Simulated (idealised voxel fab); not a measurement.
voxel capacitor over wiring: a process module
It is cross-section cut that appears here, measuring 270 nm in width, its square cells being 5 nm in size.
For the purposes of this document, a cross-section shall be understood as a grid of square cells, specified as bands listed in top-to-bottom order, each band consisting of one or more rows of cells. Heights first: top, then bottom, in nm. Then materials, left to right, each with a width in nm. "full width" on a single material: fills the band edge to edge. "air": empty space. Heights are measured from 0, the level below which the as-received wafer is all one material; the lowest band has no bottom and continues downward, written as in "0 nm and below". Per-row width for "30 to 40": begins at first number (top row of band), ends at second number (bottom row), increment between rows held constant. "everything unchanged" means the step left every cell of the cross-section as it was. "Enclosed cavity list": sealed empty spaces, 8 cells or more, no open way to top, listed width x height at distance, with distance from the left edge and width, height and distance in nm. Past the settings on a step's line: simulator remark, on that step. What "overlay nm" on a step's line means: if the step has a mask, that mask lay this far to the right of its planned place, or, when the value is negative, to the left.

So here's the lineup of process steps we planned:
step 1: RECEIVE,material Si
step 2: CONFORMAL_DEP,material SiO2,thk nm 15
step 3: CONFORMAL_DEP,material SiCN,thk nm 5
step 4: DIRECTIONAL_DEP,material SiO2,thk nm 25
step 5: MASKED_ETCH,tone open,mask id METAL_1,width nm 20,pitch nm 90,etch materials SiO2,depth nm 25,overlay nm 0
step 6: MASKED_ETCH,tone open,mask id METAL_1,width nm 20,pitch nm 90,etch materials SiCN,depth nm 5,overlay nm 0
step 7: CONFORMAL_DEP,material TiN,thk nm 5
step 8: FILL_DEP,material Cu,thk nm 10
step 9: CMP,height nm 45
step 10: EPI,material Ru,thk nm 5
step 11: FILL_DEP,material SiCN,thk nm 5
step 12: DIRECTIONAL_DEP,material lowk,thk nm 10
step 13: MASKED_ETCH,tone open,mask id PLUG_1,width nm 15,etch materials lowk,depth nm 10,overlay nm 0
step 14: MASKED_ETCH,tone open,mask id PLUG_1,width nm 15,etch materials SiCN,depth nm 5,overlay nm 0
step 15: CONFORMAL_DEP,material TiN,thk nm 5
step 16: FILL_DEP,material W,thk nm 10
step 17: CMP,height nm 65
step 18: DIRECTIONAL_DEP,material TiN,thk nm 5
step 19: DIRECTIONAL_DEP,material HfO2,thk nm 5
step 20: DIRECTIONAL_DEP,material TiN,thk nm 10
step 21: MASKED_ETCH,tone cover,mask id UPPER_PLATE,width nm 75,etch materials TiN,depth nm 10,overlay nm 0
step 22: MASKED_ETCH,tone cover,mask id UPPER_PLATE,width nm 75,etch materials HfO2,depth nm 5,overlay nm 0
step 23: MASKED_ETCH,tone cover,mask id LOWER_PLATE,width nm 85,etch materials TiN,depth nm 5,overlay nm 0
step 24: FILL_DEP,material SiO2,thk nm 20
step 25: CMP,height nm 100
step 26: MASKED_ETCH,tone open,mask id PLUG_2,width nm 15,etch materials SiO2,depth nm 15,overlay nm 0
step 27: CONFORMAL_DEP,material TiN,thk nm 5
step 28: FILL_DEP,material W,thk nm 10
step 29: CMP,height nm 100
step 30: CONFORMAL_DEP,material SiCN,thk nm 5

Below: the first of two wafers, run as planned:

Wafer cross-section on receipt, i.e. after step 1:
- 0 nm and below  Si full width
- Enclosed cavity list: none

Presented here is a cross-section of the wafer after step 2 has been performed:
- 15 nm to 0 nm  SiO2 full width
- Lower than 0, everything is as it was.

Presented here is a cross-section of the wafer after step 3 has been performed:
- 20 nm to 15 nm  SiCN full width
- Lower than 15, everything is as it was.

Presented here is a cross-section of the wafer after step 4 has been performed:
- 45 nm to 20 nm  SiO2 full width
- Lower than 20, everything is as it was.

Presented here is a cross-section of the wafer after step 5 has been performed:
- 45 nm to 20 nm  SiO2 80; air 20; SiO2 70; air 20; SiO2 80
- Lower than 20, everything is as it was.

Presented here is a cross-section of the wafer after step 6 has been performed:
- 45 nm to 20 nm  SiO2 80; air 20; SiO2 70; air 20; SiO2 80
- 20 nm to 15 nm  SiCN 80; air 20; SiCN 70; air 20; SiCN 80
- Lower than 15, everything is as it was.

Presented here is a cross-section of the wafer after step 7 has been performed:
- 50 nm to 45 nm  TiN 85; air 10; TiN 80; air 10; TiN 85
- 45 nm to 20 nm  SiO2 80; TiN 5; air 10; TiN 5; SiO2 70; TiN 5; air 10; TiN 5; SiO2 80
- 20 nm to 15 nm  SiCN 80; TiN 20; SiCN 70; TiN 20; SiCN 80
- Lower than 15, everything is as it was.

Presented here is a cross-section of the wafer after step 8 has been performed:
- 60 nm to 50 nm  Cu full width
- 50 nm to 45 nm  TiN 85; Cu 10; TiN 80; Cu 10; TiN 85
- 45 nm to 20 nm  SiO2 80; TiN 5; Cu 10; TiN 5; SiO2 70; TiN 5; Cu 10; TiN 5; SiO2 80
- Lower than 20, everything is as it was.

Presented here is a cross-section of the wafer after step 9 has been performed:
- 45 nm to 20 nm  SiO2 80; TiN 5; Cu 10; TiN 5; SiO2 70; TiN 5; Cu 10; TiN 5; SiO2 80
- Lower than 20, everything is as it was.

Presented here is a cross-section of the wafer after step 10 has been performed:
- 50 nm to 45 nm  air 75; Ru 30; air 60; Ru 30; air 75
- Lower than 45, everything is as it was.

Presented here is a cross-section of the wafer after step 11 has been performed:
- 55 nm to 50 nm  SiCN full width
- 50 nm to 45 nm  SiCN 75; Ru 30; SiCN 60; Ru 30; SiCN 75
- Lower than 45, everything is as it was.

Presented here is a cross-section of the wafer after step 12 has been performed:
- 65 nm to 55 nm  lowk full width
- Lower than 55, everything is as it was.

Presented here is a cross-section of the wafer after step 13 has been performed:
- 65 nm to 55 nm  lowk 85; air 15; lowk 170
- Lower than 55, everything is as it was.

Presented here is a cross-section of the wafer after step 14 has been performed:
- 65 nm to 55 nm  lowk 85; air 15; lowk 170
- 55 nm to 50 nm  SiCN 85; air 15; SiCN 170
- Lower than 50, everything is as it was.

Presented here is a cross-section of the wafer after step 15 has been performed:
- 70 nm to 65 nm  TiN 90; air 5; TiN 175
- 65 nm to 55 nm  lowk 85; TiN 5; air 5; TiN 5; lowk 170
- 55 nm to 50 nm  SiCN 85; TiN 15; SiCN 170
- Lower than 50, everything is as it was.

Presented here is a cross-section of the wafer after step 16 has been performed:
- 80 nm to 70 nm  W full width
- 70 nm to 65 nm  TiN 90; W 5; TiN 175
- 65 nm to 55 nm  lowk 85; TiN 5; W 5; TiN 5; lowk 170
- Lower than 55, everything is as it was.

Presented here is a cross-section of the wafer after step 17 has been performed:
- 65 nm to 55 nm  lowk 85; TiN 5; W 5; TiN 5; lowk 170
- Lower than 55, everything is as it was.

Presented here is a cross-section of the wafer after step 18 has been performed:
- 70 nm to 65 nm  TiN full width
- Lower than 65, everything is as it was.

Presented here is a cross-section of the wafer after step 19 has been performed:
- 75 nm to 70 nm  HfO2 full width
- Lower than 70, everything is as it was.

Presented here is a cross-section of the wafer after step 20 has been performed:
- 85 nm to 75 nm  TiN full width
- Lower than 75, everything is as it was.

Presented here is a cross-section of the wafer after step 21 has been performed:
- 85 nm to 75 nm  air 85; TiN 75; air 110
- Lower than 75, everything is as it was.

Presented here is a cross-section of the wafer after step 22 has been performed:
- 85 nm to 75 nm  air 85; TiN 75; air 110
- 75 nm to 70 nm  air 85; HfO2 75; air 110
- Lower than 70, everything is as it was.

Presented here is a cross-section of the wafer after step 23 has been performed:
- 85 nm to 75 nm  air 85; TiN 75; air 110
- 75 nm to 70 nm  air 85; HfO2 75; air 110
- 70 nm to 65 nm  air 80; TiN 85; air 105
- Lower than 65, everything is as it was.

Presented here is a cross-section of the wafer after step 24 has been performed:
- 105 nm to 85 nm  SiO2 full width
- 85 nm to 75 nm  SiO2 85; TiN 75; SiO2 110
- 75 nm to 70 nm  SiO2 85; HfO2 75; SiO2 110
- 70 nm to 65 nm  SiO2 80; TiN 85; SiO2 105
- Lower than 65, everything is as it was.

Presented here is a cross-section of the wafer after step 25 has been performed:
- 100 nm to 85 nm  SiO2 full width
- Lower than 85, everything is as it was.

Presented here is a cross-section of the wafer after step 26 has been performed:
- 100 nm to 85 nm  SiO2 95; air 15; SiO2 160
- Lower than 85, everything is as it was.

Presented here is a cross-section of the wafer after step 27 has been performed:
- 105 nm to 100 nm  TiN 100; air 5; TiN 165
- 100 nm to 90 nm  SiO2 95; TiN 5; air 5; TiN 5; SiO2 160
- 90 nm to 85 nm  SiO2 95; TiN 15; SiO2 160
- Lower than 85, everything is as it was.

Presented here is a cross-section of the wafer after step 28 has been performed:
- 115 nm to 105 nm  W full width
- 105 nm to 100 nm  TiN 100; W 5; TiN 165
- 100 nm to 90 nm  SiO2 95; TiN 5; W 5; TiN 5; SiO2 160
- Lower than 90, everything is as it was.

Presented here is a cross-section of the wafer after step 29 has been performed:
- 100 nm to 90 nm  SiO2 95; TiN 5; W 5; TiN 5; SiO2 160
- Lower than 90, everything is as it was.

Presented here is a cross-section of the wafer after step 30 has been performed:
- 105 nm to 100 nm  SiCN full width
- Lower than 100, everything is as it was.

Second wafer. Start and plan as for the first. One mistake made in running. Agrees with the first up to and including step 16:

Cross-section of the second wafer at the time by which step 17 should have been completed according to the plan:
- 75 nm to 70 nm  W full width
- Lower than 70, everything is as it was.

Cross-section of the second wafer at the time by which step 18 should have been completed according to the plan:
- 80 nm to 75 nm  TiN full width
- Lower than 75, everything is as it was.

Cross-section of the second wafer at the time by which step 19 should have been completed according to the plan:
- 85 nm to 80 nm  HfO2 full width
- Lower than 80, everything is as it was.

Cross-section of the second wafer at the time by which step 20 should have been completed according to the plan:
- 95 nm to 85 nm  TiN full width
- Lower than 85, everything is as it was.

Cross-section of the second wafer at the time by which step 21 should have been completed according to the plan:
- 95 nm to 85 nm  air 85; TiN 75; air 110
- Lower than 85, everything is as it was.

Cross-section of the second wafer at the time by which step 22 should have been completed according to the plan:
- 95 nm to 85 nm  air 85; TiN 75; air 110
- 85 nm to 80 nm  air 85; HfO2 75; air 110
- Lower than 80, everything is as it was.

Cross-section of the second wafer at the time by which step 23 should have been completed according to the plan:
- 95 nm to 85 nm  air 85; TiN 75; air 110
- 85 nm to 80 nm  air 85; HfO2 75; air 110
- 80 nm to 75 nm  air 80; TiN 85; air 105
- Lower than 75, everything is as it was.

Cross-section of the second wafer at the time by which step 24 should have been completed according to the plan:
- 115 nm to 95 nm  SiO2 full width
- 95 nm to 85 nm  SiO2 85; TiN 75; SiO2 110
- 85 nm to 80 nm  SiO2 85; HfO2 75; SiO2 110
- 80 nm to 75 nm  SiO2 80; TiN 85; SiO2 105
- Lower than 75, everything is as it was.

Cross-section of the second wafer at the time by which step 25 should have been completed according to the plan:
- 100 nm to 95 nm  SiO2 full width
- Lower than 95, everything is as it was.

Cross-section of the second wafer at the time by which step 26 should have been completed according to the plan:
- 100 nm to 95 nm  SiO2 95; air 15; SiO2 160
- Lower than 95, everything is as it was.

Cross-section of the second wafer at the time by which step 27 should have been completed according to the plan:
- 105 nm to 100 nm  TiN 100; air 5; TiN 165
- 100 nm to 95 nm  SiO2 95; TiN 15; SiO2 160
- Lower than 95, everything is as it was.

Cross-section of the second wafer at the time by which step 28 should have been completed according to the plan:
- 115 nm to 105 nm  W full width
- 105 nm to 100 nm  TiN 100; W 5; TiN 165
- Lower than 100, everything is as it was.

Cross-section of the second wafer at the time by which step 29 should have been completed according to the plan:
- 100 nm to 95 nm  SiO2 95; TiN 15; SiO2 160
- Lower than 95, everything is as it was.

Cross-section of the second wafer at the time by which step 30 should have been completed according to the plan:
- 105 nm to 100 nm  SiCN full width
- Lower than 100, everything is as it was.
In executing the process, a mistake was made relative to the plan: step 17: run off-plan, actual operation and settings CMP,height nm 75
Final comparison by cell count, materials where the second wafer has more or fewer than the first: SiO2 -102, TiN +49, W +53
